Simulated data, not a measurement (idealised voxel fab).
Process module name: voxel local oxidation
For reference, the cross-section in this document is cut, with width 280 nm and square cells of 5 nm.
The cross-sections in this document take the form of a grid made of square cells. They are written out as bands, in order from top to bottom. Each band consists of one or more rows of cells. This entry defines a band. It first specifies the height of the band's top and the height of its bottom in nm, and then specifies the band's materials from left to right, stating each material with its width in nm. The word "everywhere" identifies a single material that fills the band from edge to edge, while the word "air" identifies empty space. It should be noted that heights are counted from 0, beneath which the wafer as supplied is of one material throughout, and that the lowest band possesses no lower boundary but continues downward, as written in "0 and below". Think of "30..40" as a width that walks from the first number to the second as you go down the band, top row to bottom row, taking equal-sized steps from row to row. "left unchanged" after a step means that no cell of the cross-section changed. Enclosed void inventory: empty space of 8 cells or more with no open way to the top, each as width x height at its distance from the left edge, in nm. Whatever follows a step's settings on its line is a remark the simulator itself makes about that step. overlay nm, on a step with a mask: how far to the right of its planned place the mask lay; to the left if negative.
-- plan
step 1: op RECEIVE | material Si
step 2: op CONFORMAL_DEP | material SiO2 | thk nm 5
step 3: op CONFORMAL_DEP | material SiN | thk nm 15
step 4: op PATTERN | tone cover | mask id ACTIVE | material resist | width nm 95 | thk nm 15 | overlay nm 0
step 5: op DIRECTIONAL_ETCH | etch materials SiN | depth nm 15
step 6: op STRIP | etch materials resist
step 7: op SELECTIVE_ETCH | etch materials SiO2 | depth nm 5
step 8: op OXIDIZE | depth nm 15
step 9: op STRIP | etch materials SiN
-- Cross-section, incoming material, after step 1
    0 and below = Si everywhere
    Enclosed void inventory: none
-- Cross-section: first of two wafers, module finished, run according to plan
    5 down to 0 = air=95, then SiO2=85, then air=100
    0 down to -15 = SiO2=110, then Si=55, then SiO2=115
    -15 and below = Si everywhere
    Enclosed void inventory: none
-- The second wafer, shown in cross-section after the module: started the same way as the first and given the same plan, yet one mistake crept into how it was run
    20 down to 5 = air=90, then SiN=95, then air=95
    5 down to 0 = air=95, then SiO2=85, then air=100
    0 down to -15 = SiO2=110, then Si=55, then SiO2=115
    -15 and below = Si everywhere
    Enclosed void inventory: none
Short version of what went wrong: step 9 was dropped from the plan's execution and never run
Count the cells at the end and the second wafer has more or fewer of some materials than the first: +57 SiN
